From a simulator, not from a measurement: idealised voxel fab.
The document below concerns the process module designated voxel capacitor over wiring.
FYI the section here is cut, 205 nm wide, cells are 5 nm squares.
In what follows, cross-sections appear as grids of square cells, described through bands that run from the top down, where every band is one or more rows of cells. Heads up on the band format: heights come first, top then bottom, in nm. After that it's the materials left to right, each with its width in nm. A single material flagged "full width" fills the whole band edge to edge, and "empty" means there's empty space there. All heights in this document are referenced to 0, defined as the level beneath which the wafer, as received, consists entirely of one material. The lowest band is not bounded below; it extends indefinitely downward and is written in the form "0..down". A width given as "30..40" starts at the first number in the band's top row and ends at the second number in its bottom row, shifting by an equal amount at every step from row to row. Step marked "nothing altered"? Then no cell in the cross-section changed in it. Entry "Trapped void list". Content: empty spaces with no open connection to the top, size 8 cells or greater. Each: width x height at distance. Distance: from left edge. Unit: nm. after a step's settings: what the simulator itself notes on the step. The "overlay nm" setting may appear on a step's line; for a step that uses a mask, it gives how far to the right of its planned position the mask lay, and a negative value indicates the left.
The planned process steps are enumerated hereunder
- 1: RECEIVE: material Si
- 2: CONFORMAL_DEP: material SiO2, thk nm 10
- 3: CONFORMAL_DEP: material SiN, thk nm 5
- 4: DIRECTIONAL_DEP: material lowk, thk nm 20
- 5: DIRECTIONAL_DEP: material aC, thk nm 10
- 6: PATTERN: tone open, mask id METAL_1, material resist, width nm 20, pitch nm 70, thk nm 25, overlay nm 0
- 7: DIRECTIONAL_ETCH: etch materials aC, depth nm 10
- 8: STRIP: etch materials resist
- 9: DIRECTIONAL_ETCH: etch materials lowk, depth nm 20
- 10: DIRECTIONAL_ETCH: etch materials SiN, depth nm 5
- 11: STRIP: etch materials aC
- 12: CONFORMAL_DEP: material TiN, thk nm 5
- 13: FILL_DEP: material Cu, thk nm 10
- 14: CMP: height nm 35
- 15: CONFORMAL_DEP: material SiCN, thk nm 5
- 16: DIRECTIONAL_DEP: material SiO2, thk nm 15
- 17: DIRECTIONAL_DEP: material aC, thk nm 15
- 18: PATTERN: tone open, mask id PLUG_1, material resist, width nm 15, thk nm 30, overlay nm 0
- 19: DIRECTIONAL_ETCH: etch materials aC, depth nm 15
- 20: STRIP: etch materials resist
- 21: DIRECTIONAL_ETCH: etch materials SiO2, depth nm 15
- 22: DIRECTIONAL_ETCH: etch materials SiCN, depth nm 5
- 23: STRIP: etch materials aC
- 24: EPI: material Ru, thk nm 10
- 25: EPI: material Ru, thk nm 10
- 26: DIRECTIONAL_DEP: material TiN, thk nm 10
- 27: DIRECTIONAL_DEP: material SiN, thk nm 5
- 28: DIRECTIONAL_DEP: material TiN, thk nm 10
- 29: DIRECTIONAL_DEP: material aC, thk nm 15
- 30: PATTERN: tone cover, mask id UPPER_PLATE, material resist, width nm 55, thk nm 35, overlay nm 0
- 31: DIRECTIONAL_ETCH: etch materials aC, depth nm 15
- 32: STRIP: etch materials resist
- 33: DIRECTIONAL_ETCH: etch materials TiN, depth nm 10
- 34: DIRECTIONAL_ETCH: etch materials SiN, depth nm 5
- 35: STRIP: etch materials aC
- 36: MASKED_ETCH: tone cover, mask id LOWER_PLATE, width nm 65, etch materials TiN, depth nm 10, overlay nm 0
- 37: FILL_DEP: material SiO2, thk nm 20
- 38: CMP: height nm 95
- 39: MASKED_ETCH: tone open, mask id PLUG_2, width nm 15, etch materials SiO2, depth nm 15, overlay nm 0
- 40: CONFORMAL_DEP: material TiN, thk nm 5
- 41: FILL_DEP: material Cu, thk nm 5
- 42: CMP: height nm 95
- 43: CONFORMAL_DEP: material SiCN, thk nm 5
Cross-sectional view of the wafer in its as-received condition, corresponding to the state after step 1
* 0..down  Si full width
* Trapped void list: none
The cross-section shown corresponds to the wafer at the conclusion of the module. The initial structure and the process plan are those presented above; however, one mistake occurred in executing the plan
* 100..95  SiCN full width
* 95..85  SiO2 70 nm | TiN 5 nm | Cu 5 nm | TiN 5 nm | SiO2 120 nm
* 85..80  SiO2 70 nm | TiN 15 nm | SiO2 120 nm
* 80..70  SiO2 60 nm | TiN 55 nm | SiO2 90 nm
* 70..65  SiO2 60 nm | SiN 55 nm | SiO2 90 nm
* 65..55  SiO2 55 nm | TiN 65 nm | SiO2 85 nm
* 55..40  SiO2 60 nm | Ru 15 nm | SiO2 130 nm
* 40..35  SiCN 60 nm | Ru 15 nm | SiCN 130 nm
* 35..30  TiN 60 nm | Cu 10 nm | TiN 60 nm | Cu 10 nm | TiN 65 nm
* 30..10  lowk 55 nm | TiN 5 nm | Cu 10 nm | TiN 5 nm | lowk 50 nm | TiN 5 nm | Cu 10 nm | TiN 5 nm | lowk 60 nm
* 10..5  SiN 55 nm | TiN 20 nm | SiN 50 nm | TiN 20 nm | SiN 60 nm
* 5..0  SiO2 full width
* 0..down  Si full width
* Trapped void list: none
What was done differently from what was planned? step 2 changed vs plan, executed as CONFORMAL_DEP: material SiO2, thk nm 5
